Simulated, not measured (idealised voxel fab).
Process module under the name voxel gate over fins
Cross-section cut spans 175 nm and uses square cells 5 nm in size.
Throughout this document, each cross-section is represented as a grid of square cells and is presented as a sequence of bands enumerated from the top downward, where a band comprises one or more rows of cells. Within each band entry, the heights of the top and of the bottom of the band appear first, in that order and in nm; the materials of the band then follow from left to right, each with its corresponding width in nm. The designation "all across" on a single material indicates that it fills the band from edge to edge; the designation "blank" indicates empty space. A quick word on heights: they are counted from 0, and under that level the wafer as it came to us is one material throughout. The lowest band is different from the rest in having no bottom; it simply continues downward, written as in "0 -> down". Graded width ("30->40"): value in top row of band = first number; value in bottom row = second number; row-to-row change constant. Key: "remained the same" - step with no changed cell in the cross-section. For the entry "Enclosed cavities", the listed items are empty spaces with no open way to the top whose size is 8 cells or more; each item follows the pattern width x height at distance, where distance is from the left edge and all three are in nm. That trailing text on a step's line, after the settings, is the simulator's own remark on the step. A step line may carry the setting "overlay nm", which, for steps involving a mask, states the distance by which the mask lay to the right of its intended position; negative values denote displacement to the left.
## These are the steps we planned for the process
1) RECEIVE [material Si]
2) CONFORMAL_DEP [material SiN] [thk nm 5]
3) DIRECTIONAL_DEP [material aC] [thk nm 15]
4) PATTERN [tone cover] [mask id FINS] [material resist] [width nm 15] [pitch nm 35] [thk nm 35] [overlay nm 0]
5) DIRECTIONAL_ETCH [etch materials aC] [depth nm 15]
6) STRIP [etch materials resist]
7) DIRECTIONAL_ETCH [etch materials SiN] [depth nm 5]
8) DIRECTIONAL_ETCH [etch materials Si] [depth nm 30]
9) STRIP [etch materials aC]
10) FILL_DEP [material SiO2] [thk nm 5]
11) CMP [height nm 5]
12) SELECTIVE_ETCH [etch materials SiO2] [depth nm 20]
13) STRIP [etch materials SiN]
14) CONFORMAL_DEP [material HfO2] [thk nm 5]
15) CONFORMAL_DEP [material TiN] [thk nm 5]
16) FILL_DEP [material W] [thk nm 10]
17) CMP [height nm 15]
18) CONFORMAL_DEP [material SiCN] [thk nm 10]
## Shown in cross-section is the wafer as received, that is, as it stands after step 1
- 0 -> down: Si all across
- Enclosed cavities: none
## Post-module cross-section: identical start and plan to those above, one misstep in execution
- 25 -> 15: SiCN all across
- 15 -> 10: W all across
- 10 -> 5: W: 50 | TiN: 70 | W: 55
- 5 -> 0: W: 50 | TiN: 5 | HfO2: 25 | TiN: 10 | HfO2: 25 | TiN: 5 | W: 55
- 0 -> -5: W: 50 | TiN: 5 | HfO2: 5 | Si: 15 | HfO2: 5 | TiN: 10 | HfO2: 5 | Si: 15 | HfO2: 5 | TiN: 5 | W: 55
- -5 -> -10: TiN: 55 | HfO2: 5 | Si: 15 | HfO2: 5 | TiN: 10 | HfO2: 5 | Si: 15 | HfO2: 5 | TiN: 60
- -10 -> -15: HfO2: 60 | Si: 15 | HfO2: 20 | Si: 15 | HfO2: 65
- -15 -> -60: SiO2: 60 | Si: 15 | SiO2: 20 | Si: 15 | SiO2: 65
- -60 -> down: Si all across
- Enclosed cavities: none
Error vs. plan: step 8 from the plan got run twice
